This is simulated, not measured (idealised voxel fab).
Process module in this document: voxel self aligned vias
The width of the displayed cross-section, cut, is 250 nm; its cells are square, with a size of 5 nm.
Just so we're on the same page, the cross-sections are grids of square cells, and they're listed out in bands top to bottom, each band one or more rows deep.
A band entry consists of two parts. The first gives the height of the band's top and the height of its bottom, in nm. The rest lists the band's materials from left to right, each with its width in nm. A single material labelled with the word "edge to edge" fills the band from edge to edge, and the word "blank" marks empty space.
Ref level 0: as-received wafer is one material below here. Bottom band extends down with no lower bound ("from 0 down").
The two numbers in a width such as "30..40" mark its ends across the band: the first belongs to the top row of cells, the second to the bottom row, and from each row to the next the width moves by the same amount.
Reading "changes: none" for a step: not a cell of the cross-section changed in it.
So "Unvented internal voids" is basically the list of trapped voids: any empty space of 8 cells or more that can't reach the top through an opening. They're written width x height at distance, the distance being from the left edge, and it's all nm.
Heads up: the bit after the settings on a step's line is the simulator's remark on that step.
When a step includes a mask, the "overlay nm" setting on its line states how far to the right of its planned place that mask lay, and negative values state how far to the left.
plan
1,RECEIVE: material Si
2,CONFORMAL_DEP: material SiO2, thk nm 15
3,CONFORMAL_DEP: material SiCN, thk nm 5
4,DIRECTIONAL_DEP: material lowk, thk nm 25
5,PATTERN: tone open, mask id LINES, material resist, width nm 20, pitch nm 55, thk nm 20, overlay nm 0
6,DIRECTIONAL_ETCH: etch materials lowk, depth nm 25
7,STRIP: etch materials resist
8,CONFORMAL_DEP: material TiN, thk nm 5
9,FILL_DEP: material W, thk nm 5
10,CMP: height nm 45
11,SELECTIVE_ETCH: etch materials W Ru TiN, depth nm 5
12,FILL_DEP: material SiN, thk nm 10
13,CMP: height nm 45
14,DIRECTIONAL_DEP: material lowk, thk nm 20
15,DIRECTIONAL_DEP: material aC, thk nm 10
16,PATTERN: tone open, mask id VIAS, material resist, width nm 40, pitch nm 55, thk nm 25, overlay nm 0
17,DIRECTIONAL_ETCH: etch materials aC, depth nm 10
18,STRIP: etch materials resist
19,DIRECTIONAL_ETCH: etch materials lowk, depth nm 20
20,DIRECTIONAL_ETCH: etch materials SiN, depth nm 5
21,STRIP: etch materials aC
22,CONFORMAL_DEP: material TiN, thk nm 5
23,FILL_DEP: material Ru, thk nm 10
24,CMP: height nm 65
25,CONFORMAL_DEP: material SiCN, thk nm 5
Cross-section: wafer on arrival = after step 1
from 0 down = Si edge to edge
Unvented internal voids: none
This is how the wafer looks in cross-section once the module is done, given the starting state and plan above and one mistake in carrying the plan out
from 70 to 65 = SiCN edge to edge
from 65 to 45 = 50 of lowk  5 of TiN  30 of Ru  5 of TiN  15 of lowk  5 of TiN  30 of Ru  5 of TiN  15 of lowk  5 of TiN  30 of Ru  5 of TiN  50 of lowk
from 45 to 40 = 50 of SiN  40 of TiN  15 of SiN  40 of TiN  15 of SiN  40 of TiN  50 of SiN
from 40 to 25 = 60 of lowk  5 of TiN  10 of W  5 of TiN  35 of lowk  5 of TiN  10 of W  5 of TiN  35 of lowk  5 of TiN  10 of W  5 of TiN  60 of lowk
from 25 to 20 = 60 of lowk  20 of TiN  35 of lowk  20 of TiN  35 of lowk  20 of TiN  60 of lowk
from 20 to 15 = SiCN edge to edge
from 15 to 0 = SiO2 edge to edge
from 0 down = Si edge to edge
Unvented internal voids: none
what went wrong: not per plan at step 4, really ran DIRECTIONAL_DEP: material lowk, thk nm 20
